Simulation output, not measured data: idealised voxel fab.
The process module presented herein is designated voxel transistor to metal.
In the cross-section labelled cut, the width is 180 nm and each square cell is 5 nm.
Cross-section format: a grid of square cells, given as bands from top to bottom; each band is one or more rows of cells.
It is stipulated that each band's entry specify, in nanometres, the height of the top of the band and then that of its bottom, followed by the materials of the band in left-to-right sequence, each together with its width in nanometres. A single material marked by the word "all across" is understood to fill the band from edge to edge; the word "blank" is understood to denote empty space.
Ref level 0: as-received wafer is one material below here. Bottom band extends down with no lower bound ("0 and below").
A width given as "30..40" starts at the first number in the band's top row and ends at the second number in its bottom row, shifting by an equal amount at every step from row to row.
You'll sometimes find "nothing altered" written for a step, and that's the way of saying that nowhere in the cross-section did a cell change during that step.
Each empty space that has no open way to the top and spans at least 8 cells appears under "Closed void register" as width x height at distance, the distance counted from the left edge, all in nm.
If you see something after the settings on a step's line, that's the simulator's own remark about that step.
The "overlay nm" setting may appear on a step's line; for a step that uses a mask, it gives how far to the right of its planned position the mask lay, and a negative value indicates the left.
-- Process steps (planned)
1: RECEIVE (material Si)
2: OXIDIZE (depth nm 5)
3: CONFORMAL_DEP (material SiN; thk nm 15)
4: DIRECTIONAL_DEP (material aC; thk nm 10)
5: PATTERN (tone cover; mask id ACTIVE; material resist; width nm 100; thk nm 25; overlay nm 0)
6: DIRECTIONAL_ETCH (etch materials aC; depth nm 10)
7: STRIP (etch materials resist)
8: DIRECTIONAL_ETCH (etch materials SiN; depth nm 15)
9: DIRECTIONAL_ETCH (etch materials SiO2; depth nm 5)
10: DIRECTIONAL_ETCH (etch materials Si; depth nm 30)
11: STRIP (etch materials aC)
12: FILL_DEP (material SiO2; thk nm 5)
13: CMP (height nm 15)
14: SELECTIVE_ETCH (etch materials SiO2; depth nm 15)
15: STRIP (etch materials SiN)
16: SELECTIVE_ETCH (etch materials SiO2; depth nm 5)
17: OXIDIZE (depth nm 5)
18: DIRECTIONAL_DEP (material polySi; thk nm 30)
19: DIRECTIONAL_DEP (material SiCN; thk nm 15)
20: PATTERN (tone cover; mask id GATE; material resist; width nm 20; thk nm 20; overlay nm 0)
21: DIRECTIONAL_ETCH (etch materials SiCN; depth nm 25)
22: DIRECTIONAL_ETCH (etch materials polySi; depth nm 40)
23: STRIP (etch materials resist)
24: CONFORMAL_DEP (material SiO2; thk nm 5)
25: DIRECTIONAL_ETCH (etch materials SiO2; depth nm 5)
26: CONFORMAL_DEP (material SiN; thk nm 10)
27: DIRECTIONAL_ETCH (etch materials SiN; depth nm 10)
28: DIRECTIONAL_ETCH (etch materials SiO2; depth nm 5)
29: EPI (material SiGe; thk nm 5)
30: FILL_DEP (material SiO2; thk nm 10)
31: CMP (height nm 40)
32: DIRECTIONAL_DEP (material SiO2; thk nm 15)
33: MASKED_ETCH (tone open; mask id CONTACT; width nm 30; pitch nm 60; etch materials SiO2; depth nm 60; overlay nm 0)
34: CONFORMAL_DEP (material TiN; thk nm 5)
35: FILL_DEP (material W; thk nm 10)
36: CMP (height nm 55)
37: CONFORMAL_DEP (material SiCN; thk nm 5)
38: DIRECTIONAL_DEP (material lowk; thk nm 20)
39: MASKED_ETCH (tone open; mask id METAL_1; width nm 15; pitch nm 75; etch materials lowk; depth nm 20; overlay nm 0)
40: MASKED_ETCH (tone open; mask id METAL_1; width nm 15; pitch nm 75; etch materials SiCN; depth nm 5; overlay nm 0)
41: CONFORMAL_DEP (material TiN; thk nm 5)
42: FILL_DEP (material Cu; thk nm 5)
43: CMP (height nm 80)
44: EPI (material Ru; thk nm 5)
45: FILL_DEP (material SiCN; thk nm 5)
46: DIRECTIONAL_DEP (material lowk; thk nm 30)
47: MASKED_ETCH (tone open; mask id METAL_2; width nm 15; pitch nm 75; etch materials lowk; depth nm 15; overlay nm 0)
48: PATTERN (tone open; mask id METAL_2_HOLES; material resist; width nm 15; pitch nm 75; thk nm 20; overlay nm 0)
49: DIRECTIONAL_ETCH (etch materials lowk; depth nm 15)
50: DIRECTIONAL_ETCH (etch materials SiCN; depth nm 5)
51: STRIP (etch materials resist)
52: CONFORMAL_DEP (material TiN; thk nm 5)
53: FILL_DEP (material Cu; thk nm 10)
54: CMP (height nm 120)
55: CONFORMAL_DEP (material SiCN; thk nm 5)
-- The first of a set of two wafers, run to plan
-- Incoming wafer in cross-section (state: after step 1)
0 and below  Si all across
Closed void register: none
-- Cross-section: wafer state after step 2
0 down to -5  SiO2 all across
Anything lower than -5 is untouched.
-- Cross-section: wafer state after step 3
15 down to 0  SiN all across
Anything lower than 0 is untouched.
-- Cross-section: wafer state after step 4
25 down to 15  aC all across
Anything lower than 15 is untouched.
-- Cross-section: wafer state after step 5
50 down to 25  blank: 40, resist: 100, blank: 40
Anything lower than 25 is untouched.
-- Cross-section: wafer state after step 6
40 down to 25  blank: 40, resist: 100, blank: 40
25 down to 15  blank: 40, aC: 100, blank: 40
Anything lower than 15 is untouched.
-- Cross-section: wafer state after step 7
25 down to 15  blank: 40, aC: 100, blank: 40
Anything lower than 15 is untouched.
-- Cross-section: wafer state after step 8
25 down to 15  blank: 40, aC: 100, blank: 40
15 down to 0  blank: 40, SiN: 100, blank: 40
Anything lower than 0 is untouched.
-- Cross-section: wafer state after step 9
25 down to 15  blank: 40, aC: 100, blank: 40
15 down to 0  blank: 40, SiN: 100, blank: 40
0 down to -5  blank: 40, SiO2: 100, blank: 40
Anything lower than -5 is untouched.
-- Cross-section: wafer state after step 10
25 down to 15  blank: 40, aC: 100, blank: 40
15 down to 0  blank: 40, SiN: 100, blank: 40
0 down to -5  blank: 40, SiO2: 100, blank: 40
-5 down to -35  blank: 40, Si: 100, blank: 40
Anything lower than -35 is untouched.
-- Cross-section: wafer state after step 11
15 down to 0  blank: 40, SiN: 100, blank: 40
Anything lower than 0 is untouched.
-- Cross-section: wafer state after step 12
20 down to 15  SiO2 all across
15 down to 0  SiO2: 40, SiN: 100, SiO2: 40
0 down to -5  SiO2 all across
-5 down to -35  SiO2: 40, Si: 100, SiO2: 40
Anything lower than -35 is untouched.
-- Cross-section: wafer state after step 13
15 down to 0  SiO2: 40, SiN: 100, SiO2: 40
Anything lower than 0 is untouched.
-- Cross-section: wafer state after step 14
15 down to 0  blank: 40, SiN: 100, blank: 40
Anything lower than 0 is untouched.
-- Cross-section: wafer state after step 15
0 down to -5  SiO2 all across
Anything lower than -5 is untouched.
-- Cross-section: wafer state after step 16
-5 down to -35  SiO2: 40, Si: 100, SiO2: 40
Anything lower than -35 is untouched.
-- Cross-section: wafer state after step 17
-5 down to -10  SiO2 all across
Anything lower than -10 is untouched.
-- Cross-section: wafer state after step 18
25 down to -5  polySi all across
Anything lower than -5 is untouched.
-- Cross-section: wafer state after step 19
40 down to 25  SiCN all across
Anything lower than 25 is untouched.
-- Cross-section: wafer state after step 20
60 down to 40  blank: 80, resist: 20, blank: 80
Anything lower than 40 is untouched.
-- Cross-section: wafer state after step 21
60 down to 40  blank: 80, resist: 20, blank: 80
40 down to 25  blank: 80, SiCN: 20, blank: 80
Anything lower than 25 is untouched.
-- Cross-section: wafer state after step 22
60 down to 40  blank: 80, resist: 20, blank: 80
40 down to 25  blank: 80, SiCN: 20, blank: 80
25 down to -5  blank: 80, polySi: 20, blank: 80
Anything lower than -5 is untouched.
-- Cross-section: wafer state after step 23
40 down to 25  blank: 80, SiCN: 20, blank: 80
Anything lower than 25 is untouched.
-- Cross-section: wafer state after step 24
45 down to 40  blank: 75, SiO2: 30, blank: 75
40 down to 25  blank: 75, SiO2: 5, SiCN: 20, SiO2: 5, blank: 75
25 down to 0  blank: 75, SiO2: 5, polySi: 20, SiO2: 5, blank: 75
0 down to -5  SiO2: 80, polySi: 20, SiO2: 80
Anything lower than -5 is untouched.
-- Cross-section: wafer state after step 25
40 down to 25  blank: 75, SiO2: 5, SiCN: 20, SiO2: 5, blank: 75
25 down to -5  blank: 75, SiO2: 5, polySi: 20, SiO2: 5, blank: 75
Anything lower than -5 is untouched.
-- Cross-section: wafer state after step 26
50 down to 40  blank: 65, SiN: 50, blank: 65
40 down to 25  blank: 65, SiN: 10, SiO2: 5, SiCN: 20, SiO2: 5, SiN: 10, blank: 65
25 down to 5  blank: 65, SiN: 10, SiO2: 5, polySi: 20, SiO2: 5, SiN: 10, blank: 65
5 down to -5  SiN: 75, SiO2: 5, polySi: 20, SiO2: 5, SiN: 75
Anything lower than -5 is untouched.
-- Cross-section: wafer state after step 27
40 down to 25  blank: 65, SiN: 10, SiO2: 5, SiCN: 20, SiO2: 5, SiN: 10, blank: 65
25 down to -5  blank: 65, SiN: 10, SiO2: 5, polySi: 20, SiO2: 5, SiN: 10, blank: 65
Anything lower than -5 is untouched.
-- Cross-section: wafer state after step 28
40 down to 35  blank: 65, SiN: 10, blank: 5, SiCN: 20, blank: 5, SiN: 10, blank: 65
35 down to 25  blank: 65, SiN: 10, SiO2: 5, SiCN: 20, SiO2: 5, SiN: 10, blank: 65
25 down to -5  blank: 65, SiN: 10, SiO2: 5, polySi: 20, SiO2: 5, SiN: 10, blank: 65
-5 down to -10  blank: 65, SiO2: 50, blank: 65
Anything lower than -10 is untouched.
-- Cross-section: wafer state after step 29
40 down to 35  blank: 65, SiN: 10, blank: 5, SiCN: 20, blank: 5, SiN: 10, blank: 65
35 down to 25  blank: 65, SiN: 10, SiO2: 5, SiCN: 20, SiO2: 5, SiN: 10, blank: 65
25 down to -5  blank: 65, SiN: 10, SiO2: 5, polySi: 20, SiO2: 5, SiN: 10, blank: 65
-5 down to -10  blank: 35, SiGe: 30, SiO2: 50, SiGe: 30, blank: 35
Anything lower than -10 is untouched.
-- Cross-section: wafer state after step 30
50 down to 40  SiO2 all across
40 down to 25  SiO2: 65, SiN: 10, SiO2: 5, SiCN: 20, SiO2: 5, SiN: 10, SiO2: 65
25 down to -5  SiO2: 65, SiN: 10, SiO2: 5, polySi: 20, SiO2: 5, SiN: 10, SiO2: 65
-5 down to -10  SiO2: 35, SiGe: 30, SiO2: 50, SiGe: 30, SiO2: 35
Anything lower than -10 is untouched.
-- Cross-section: wafer state after step 31
40 down to 25  SiO2: 65, SiN: 10, SiO2: 5, SiCN: 20, SiO2: 5, SiN: 10, SiO2: 65
Anything lower than 25 is untouched.
-- Cross-section: wafer state after step 32
55 down to 40  SiO2 all across
Anything lower than 40 is untouched.
-- Cross-section: wafer state after step 33
55 down to 40  SiO2: 45, blank: 30, SiO2: 30, blank: 30, SiO2: 45
40 down to 25  SiO2: 45, blank: 20, SiN: 10, SiO2: 5, SiCN: 20, SiO2: 5, SiN: 10, blank: 20, SiO2: 45
25 down to -5  SiO2: 45, blank: 20, SiN: 10, SiO2: 5, polySi: 20, SiO2: 5, SiN: 10, blank: 20, SiO2: 45
Anything lower than -5 is untouched.
-- Cross-section: wafer state after step 34
60 down to 55  TiN: 50, blank: 20, TiN: 40, blank: 20, TiN: 50
55 down to 45  SiO2: 45, TiN: 5, blank: 20, TiN: 5, SiO2: 30, TiN: 5, blank: 20, TiN: 5, SiO2: 45
45 down to 40  SiO2: 45, TiN: 5, blank: 10, TiN: 15, SiO2: 30, TiN: 15, blank: 10, TiN: 5, SiO2: 45
40 down to 25  SiO2: 45, TiN: 5, blank: 10, TiN: 5, SiN: 10, SiO2: 5, SiCN: 20, SiO2: 5, SiN: 10, TiN: 5, blank: 10, TiN: 5, SiO2: 45
25 down to 0  SiO2: 45, TiN: 5, blank: 10, TiN: 5, SiN: 10, SiO2: 5, polySi: 20, SiO2: 5, SiN: 10, TiN: 5, blank: 10, TiN: 5, SiO2: 45
0 down to -5  SiO2: 45, TiN: 20, SiN: 10, SiO2: 5, polySi: 20, SiO2: 5, SiN: 10, TiN: 20, SiO2: 45
Anything lower than -5 is untouched.
-- Cross-section: wafer state after step 35
70 down to 60  W all across
60 down to 55  TiN: 50, W: 20, TiN: 40, W: 20, TiN: 50
55 down to 45  SiO2: 45, TiN: 5, W: 20, TiN: 5, SiO2: 30, TiN: 5, W: 20, TiN: 5, SiO2: 45
45 down to 40  SiO2: 45, TiN: 5, W: 10, TiN: 15, SiO2: 30, TiN: 15, W: 10, TiN: 5, SiO2: 45
40 down to 25  SiO2: 45, TiN: 5, W: 10, TiN: 5, SiN: 10, SiO2: 5, SiCN: 20, SiO2: 5, SiN: 10, TiN: 5, W: 10, TiN: 5, SiO2: 45
25 down to 0  SiO2: 45, TiN: 5, W: 10, TiN: 5, SiN: 10, SiO2: 5, polySi: 20, SiO2: 5, SiN: 10, TiN: 5, W: 10, TiN: 5, SiO2: 45
Anything lower than 0 is untouched.
-- Cross-section: wafer state after step 36
55 down to 45  SiO2: 45, TiN: 5, W: 20, TiN: 5, SiO2: 30, TiN: 5, W: 20, TiN: 5, SiO2: 45
Anything lower than 45 is untouched.
-- Cross-section: wafer state after step 37
60 down to 55  SiCN all across
Anything lower than 55 is untouched.
-- Cross-section: wafer state after step 38
80 down to 60  lowk all across
Anything lower than 60 is untouched.
-- Cross-section: wafer state after step 39
80 down to 60  lowk: 45, blank: 15, lowk: 60, blank: 15, lowk: 45
Anything lower than 60 is untouched.
-- Cross-section: wafer state after step 40
80 down to 60  lowk: 45, blank: 15, lowk: 60, blank: 15, lowk: 45
60 down to 55  SiCN: 45, blank: 15, SiCN: 60, blank: 15, SiCN: 45
Anything lower than 55 is untouched.
-- Cross-section: wafer state after step 41
85 down to 80  TiN: 50, blank: 5, TiN: 70, blank: 5, TiN: 50
80 down to 60  lowk: 45, TiN: 5, blank: 5, TiN: 5, lowk: 60, TiN: 5, blank: 5, TiN: 5, lowk: 45
60 down to 55  SiCN: 45, TiN: 15, SiCN: 60, TiN: 15, SiCN: 45
Anything lower than 55 is untouched.
-- Cross-section: wafer state after step 42
90 down to 85  Cu all across
85 down to 80  TiN: 50, Cu: 5, TiN: 70, Cu: 5, TiN: 50
80 down to 60  lowk: 45, TiN: 5, Cu: 5, TiN: 5, lowk: 60, TiN: 5, Cu: 5, TiN: 5, lowk: 45
Anything lower than 60 is untouched.
-- Cross-section: wafer state after step 43
80 down to 60  lowk: 45, TiN: 5, Cu: 5, TiN: 5, lowk: 60, TiN: 5, Cu: 5, TiN: 5, lowk: 45
Anything lower than 60 is untouched.
-- Cross-section: wafer state after step 44
85 down to 80  blank: 40, Ru: 25, blank: 50, Ru: 25, blank: 40
Anything lower than 80 is untouched.
-- Cross-section: wafer state after step 45
90 down to 85  SiCN all across
85 down to 80  SiCN: 40, Ru: 25, SiCN: 50, Ru: 25, SiCN: 40
Anything lower than 80 is untouched.
-- Cross-section: wafer state after step 46
120 down to 90  lowk all across
Anything lower than 90 is untouched.
-- Cross-section: wafer state after step 47
120 down to 105  lowk: 45, blank: 15, lowk: 60, blank: 15, lowk: 45
Anything lower than 105 is untouched.
-- Cross-section: wafer state after step 48
140 down to 120  resist: 45, blank: 15, resist: 60, blank: 15, resist: 45
Anything lower than 120 is untouched.
-- Cross-section: wafer state after step 49
140 down to 120  resist: 45, blank: 15, resist: 60, blank: 15, resist: 45
120 down to 90  lowk: 45, blank: 15, lowk: 60, blank: 15, lowk: 45
Anything lower than 90 is untouched.
-- Cross-section: wafer state after step 50
140 down to 120  resist: 45, blank: 15, resist: 60, blank: 15, resist: 45
120 down to 90  lowk: 45, blank: 15, lowk: 60, blank: 15, lowk: 45
90 down to 85  SiCN: 45, blank: 15, SiCN: 60, blank: 15, SiCN: 45
Anything lower than 85 is untouched.
-- Cross-section: wafer state after step 51
120 down to 90  lowk: 45, blank: 15, lowk: 60, blank: 15, lowk: 45
Anything lower than 90 is untouched.
-- Cross-section: wafer state after step 52
125 down to 120  TiN: 50, blank: 5, TiN: 70, blank: 5, TiN: 50
120 down to 90  lowk: 45, TiN: 5, blank: 5, TiN: 5, lowk: 60, TiN: 5, blank: 5, TiN: 5, lowk: 45
90 down to 85  SiCN: 45, TiN: 15, SiCN: 60, TiN: 15, SiCN: 45
Anything lower than 85 is untouched.
-- Cross-section: wafer state after step 53
135 down to 125  Cu all across
125 down to 120  TiN: 50, Cu: 5, TiN: 70, Cu: 5, TiN: 50
120 down to 90  lowk: 45, TiN: 5, Cu: 5, TiN: 5, lowk: 60, TiN: 5, Cu: 5, TiN: 5, lowk: 45
Anything lower than 90 is untouched.
-- Cross-section: wafer state after step 54
120 down to 90  lowk: 45, TiN: 5, Cu: 5, TiN: 5, lowk: 60, TiN: 5, Cu: 5, TiN: 5, lowk: 45
Anything lower than 90 is untouched.
-- Cross-section: wafer state after step 55
125 down to 120  SiCN all across
Anything lower than 120 is untouched.
-- Wafer two of the pair: same origin, same plan, one error during the run; identical to wafer one up to and including step 45
-- Second wafer cross-section, taken as of the time the plan sets for step 46 to be done
115 down to 90  lowk all across
Anything lower than 90 is untouched.
-- Second wafer cross-section, taken as of the time the plan sets for step 47 to be done
115 down to 100  lowk: 45, blank: 15, lowk: 60, blank: 15, lowk: 45
Anything lower than 100 is untouched.
-- Second wafer cross-section, taken as of the time the plan sets for step 48 to be done
135 down to 115  resist: 45, blank: 15, resist: 60, blank: 15, resist: 45
Anything lower than 115 is untouched.
-- Second wafer cross-section, taken as of the time the plan sets for step 49 to be done
135 down to 115  resist: 45, blank: 15, resist: 60, blank: 15, resist: 45
115 down to 90  lowk: 45, blank: 15, lowk: 60, blank: 15, lowk: 45
Anything lower than 90 is untouched.
-- Second wafer cross-section, taken as of the time the plan sets for step 50 to be done
135 down to 115  resist: 45, blank: 15, resist: 60, blank: 15, resist: 45
115 down to 90  lowk: 45, blank: 15, lowk: 60, blank: 15, lowk: 45
90 down to 85  SiCN: 45, blank: 15, SiCN: 60, blank: 15, SiCN: 45
Anything lower than 85 is untouched.
-- Second wafer cross-section, taken as of the time the plan sets for step 51 to be done
115 down to 90  lowk: 45, blank: 15, lowk: 60, blank: 15, lowk: 45
Anything lower than 90 is untouched.
-- Second wafer cross-section, taken as of the time the plan sets for step 52 to be done
120 down to 115  TiN: 50, blank: 5, TiN: 70, blank: 5, TiN: 50
115 down to 90  lowk: 45, TiN: 5, blank: 5, TiN: 5, lowk: 60, TiN: 5, blank: 5, TiN: 5, lowk: 45
90 down to 85  SiCN: 45, TiN: 15, SiCN: 60, TiN: 15, SiCN: 45
Anything lower than 85 is untouched.
-- Second wafer cross-section, taken as of the time the plan sets for step 53 to be done
130 down to 120  Cu all across
120 down to 115  TiN: 50, Cu: 5, TiN: 70, Cu: 5, TiN: 50
115 down to 90  lowk: 45, TiN: 5, Cu: 5, TiN: 5, lowk: 60, TiN: 5, Cu: 5, TiN: 5, lowk: 45
Anything lower than 90 is untouched.
-- Second wafer cross-section, taken as of the time the plan sets for step 54 to be done
120 down to 115  TiN: 50, Cu: 5, TiN: 70, Cu: 5, TiN: 50
Anything lower than 115 is untouched.
-- Second wafer cross-section, taken as of the time the plan sets for step 55 to be done
125 down to 120  SiCN all across
Anything lower than 120 is untouched.
What was done differently from what was planned? off-plan run, step 46, actual operation and settings DIRECTIONAL_DEP (material lowk; thk nm 25)
Counted in cells at the end, the second wafer holds more or fewer of these materials than the first: 30 more of TiN; 30 fewer of lowk
